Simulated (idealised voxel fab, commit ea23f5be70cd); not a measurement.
Presented below is a process module, voxel transistor to metal.
Each square cell in cross-section cut measures 5 nm, and the section as a whole is 190 nm wide.
For the purposes of this document, a cross-section shall be understood as a grid of square cells, specified as bands listed in top-to-bottom order, each band consisting of one or more rows of cells.
In this notation a band is specified by the heights of its top and bottom, in that order and in nm, after which its materials appear from left to right, each paired with its width in nm. The word "all across" attached to a single material means that material fills the band from edge to edge; the word "blank" stands for empty space.
Beneath 0, the wafer as received is one material, and that level is where height counting begins. The lowest band goes on downward without a bottom; it is written like "from 0 down".
The expression "30->40" gives the width at the extremes of the band, the first number at its top row of cells and the second at its bottom row, with the width changing by equal amounts from each row to the next in between.
You'll sometimes find "identical to before" written for a step, and that's the way of saying that nowhere in the cross-section did a cell change during that step.
"Trapped voids" contains a list of empty spaces, each no smaller than 8 cells and without an open way to the top, written in the form width x height at distance with the distance from the left edge and all three in nm.
The remark found on a step's line after its settings is issued by the simulator itself and pertains to that step.
"overlay nm" on a masked step: distance the mask lay right of its planned place, negative for left.
### Set out below are the planned steps of the process
| 1 | RECEIVE with material Si |
| 2 | CONFORMAL_DEP with material SiO2, thk nm 5 |
| 3 | CONFORMAL_DEP with material SiN, thk nm 10 |
| 4 | DIRECTIONAL_DEP with material aC, thk nm 10 |
| 5 | PATTERN with tone cover, mask id ACTIVE, material resist, width nm 115, thk nm 25, overlay nm 0 |
| 6 | DIRECTIONAL_ETCH with etch materials aC, depth nm 10 |
| 7 | STRIP with etch materials resist |
| 8 | DIRECTIONAL_ETCH with etch materials SiN, depth nm 10 |
| 9 | DIRECTIONAL_ETCH with etch materials SiO2, depth nm 5 |
| 10 | DIRECTIONAL_ETCH with etch materials Si, depth nm 35 |
| 11 | STRIP with etch materials aC |
| 12 | FILL_DEP with material SiO2, thk nm 5 |
| 13 | CMP with height nm 15 |
| 14 | SELECTIVE_ETCH with etch materials SiO2, depth nm 10 |
| 15 | STRIP with etch materials SiN |
| 16 | SELECTIVE_ETCH with etch materials SiO2, depth nm 5 |
| 17 | OXIDIZE with depth nm 5 |
| 18 | DIRECTIONAL_DEP with material polySi, thk nm 25 |
| 19 | DIRECTIONAL_DEP with material SiCN, thk nm 10 |
| 20 | MASKED_ETCH with tone cover, mask id GATE, width nm 25, etch materials SiCN, depth nm 20, overlay nm 0 |
| 21 | MASKED_ETCH with tone cover, mask id GATE, width nm 25, etch materials polySi, depth nm 35, overlay nm 0 |
| 22 | CONFORMAL_DEP with material SiN, thk nm 10 |
| 23 | DIRECTIONAL_ETCH with etch materials SiN, depth nm 10 |
| 24 | DIRECTIONAL_ETCH with etch materials SiO2, depth nm 5 |
| 25 | EPI with material nSi, thk nm 5 |
| 26 | FILL_DEP with material SiO2, thk nm 10 |
| 27 | CMP with height nm 25 |
| 28 | STRIP with etch materials polySi |
| 29 | SELECTIVE_ETCH with etch materials SiO2, depth nm 5 |
| 30 | CONFORMAL_DEP with material HfO2, thk nm 5 |
| 31 | CONFORMAL_DEP with material TiN, thk nm 5 |
| 32 | FILL_DEP with material W, thk nm 5 |
| 33 | CMP with height nm 20 |
| 34 | DIRECTIONAL_DEP with material SiO2, thk nm 10 |
| 35 | PATTERN with tone open, mask id CONTACT, material resist, width nm 20, pitch nm 75, thk nm 20, overlay nm 0 |
| 36 | DIRECTIONAL_ETCH with etch materials SiO2, depth nm 30 |
| 37 | STRIP with etch materials resist |
| 38 | CONFORMAL_DEP with material TiN, thk nm 5 |
| 39 | FILL_DEP with material W, thk nm 10 |
| 40 | CMP with height nm 30 |
| 41 | DIRECTIONAL_DEP with material TiN, thk nm 5 |
| 42 | DIRECTIONAL_DEP with material Ru, thk nm 15 |
| 43 | PATTERN with tone cover, mask id METAL_1, material resist, width nm 20, pitch nm 75, thk nm 15, overlay nm 0 |
| 44 | DIRECTIONAL_ETCH with etch materials Ru, depth nm 15 |
| 45 | DIRECTIONAL_ETCH with etch materials TiN, depth nm 5 |
| 46 | STRIP with etch materials resist |
| 47 | CONFORMAL_DEP with material SiN, thk nm 5 |
| 48 | FILL_DEP with material lowk, thk nm 5 |
| 49 | CMP with height nm 50 |
| 50 | CONFORMAL_DEP with material SiN, thk nm 5 |
### Wafer at receipt (post step 1), cross-section
from 0 down | Si all across
Trapped voids: none
### End-of-module cross-section of the first of two wafers, processed as planned
from 55 to 50 | SiN all across
from 50 to 35 | 40 lowk / 5 SiN / 20 Ru / 5 SiN / 45 lowk / 5 SiN / 20 Ru / 5 SiN / 45 lowk
from 35 to 30 | 45 SiN / 20 TiN / 55 SiN / 20 TiN / 50 SiN
from 30 to 20 | 45 SiO2 / 5 TiN / 10 W / 5 TiN / 55 SiO2 / 5 TiN / 10 W / 5 TiN / 50 SiO2
from 20 to 5 | 45 SiO2 / 5 TiN / 10 W / 5 TiN / 5 SiO2 / 10 SiN / 5 HfO2 / 5 TiN / 5 W / 5 TiN / 5 HfO2 / 10 SiN / 5 SiO2 / 5 TiN / 10 W / 5 TiN / 50 SiO2
from 5 to 0 | 45 SiO2 / 20 TiN / 5 SiO2 / 10 SiN / 5 HfO2 / 15 TiN / 5 HfO2 / 10 SiN / 5 SiO2 / 20 TiN / 50 SiO2
from 0 to -5 | 30 SiO2 / 40 nSi / 5 SiO2 / 35 HfO2 / 5 SiO2 / 40 nSi / 35 SiO2
from -5 to -35 | 35 SiO2 / 115 Si / 40 SiO2
from -35 down | Si all across
Trapped voids: none
### Cross-section at end of module for the second wafer of two, which matched the first in starting point and plan and differed by one mistake in its processing
from 55 to 50 | SiN all across
from 50 to 45 | 45 SiN / 20 TiN / 55 SiN / 20 TiN / 50 SiN
from 45 to 30 | Ru all across
from 30 to 20 | 45 SiO2 / 5 TiN / 10 W / 5 TiN / 55 SiO2 / 5 TiN / 10 W / 5 TiN / 50 SiO2
from 20 to 5 | 45 SiO2 / 5 TiN / 10 W / 5 TiN / 5 SiO2 / 10 SiN / 5 HfO2 / 5 TiN / 5 W / 5 TiN / 5 HfO2 / 10 SiN / 5 SiO2 / 5 TiN / 10 W / 5 TiN / 50 SiO2
from 5 to 0 | 45 SiO2 / 20 TiN / 5 SiO2 / 10 SiN / 5 HfO2 / 15 TiN / 5 HfO2 / 10 SiN / 5 SiO2 / 20 TiN / 50 SiO2
from 0 to -5 | 30 SiO2 / 40 nSi / 5 SiO2 / 35 HfO2 / 5 SiO2 / 40 nSi / 35 SiO2
from -5 to -35 | 35 SiO2 / 115 Si / 40 SiO2
from -35 down | Si all across
Trapped voids: none
What went wrong in running the wafer? the executed order of steps 41 and 42 is the reverse of that specified in the plan, each step having taken the other's position
Cell-count delta at end, second wafer over first, by material: Ru: 90 more, SiN: 12 fewer, lowk: 78 fewer
